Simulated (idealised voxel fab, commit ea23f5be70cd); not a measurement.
Documented hereafter: the process module known as voxel fin reveal.
The cross-section on display is named cut; it measures 155 nm wide, and its cells are 5 nm squares.
Reading order for cross-sections: top band down to bottom band. Underlying form: a grid of square cells. Band size: one or more rows of cells. For a band, the entry starts with two heights in nm, that of the top and then that of the bottom, and carries on with the band's materials in order from left to right, each alongside its width in nm; the word "throughout" beside a single material means it fills the band edge to edge, and "blank" means empty space. Heights from 0 (as-received wafer is one material below). Bottom band endless downward, as "0..down". Think of "30->40" as a width that walks from the first number to the second as you go down the band, top row to bottom row, taking equal-sized steps from row to row. The designation "left unchanged", where it is given for a processing step, indicates that no cell of the cross-section was altered in the course of that step. "Enclosed void listing" enumerates empty spaces isolated from the top, with no open way to it, that contain at least 8 cells, giving each as width x height at distance from the left edge, all three in nm. On a step's line, text after the settings is the simulator commenting on that step. overlay nm: mask offset rightward from planned place, masked step; negative means leftward offset.
[plan]
1: RECEIVE with material Si
2: CONFORMAL_DEP with material SiN, thk nm 10
3: MASKED_ETCH with tone cover, mask id FINS, width nm 15, pitch nm 35, etch materials SiN, depth nm 10, overlay nm 0
4: MASKED_ETCH with tone cover, mask id FINS, width nm 15, pitch nm 35, etch materials Si, depth nm 30, overlay nm 0
5: OXIDIZE with depth nm 5
6: FILL_DEP with material SiO2, thk nm 15
7: CMP with height nm 10
8: SELECTIVE_ETCH with etch materials SiO2, depth nm 25
9: STRIP with etch materials SiN
[Incoming wafer in cross-section (state: after step 1)]
0..down = Si throughout
Enclosed void listing: none
[The following cross-section depicts the wafer upon conclusion of the module. Processing commenced from the starting condition illustrated above and adhered to the plan illustrated above, save for one mistake in execution]
0..-5 = 30 of Si, then 25 of blank, then 10 of Si, then 25 of blank, then 10 of Si, then 25 of blank, then 30 of Si
-5..down = Si throughout
Enclosed void listing: none
What went wrong in running the wafer? planned and actual differ for step 3; actual: MASKED_ETCH with tone open, mask id FINS, width nm 15, pitch nm 35, etch materials SiN, depth nm 10, overlay nm 0
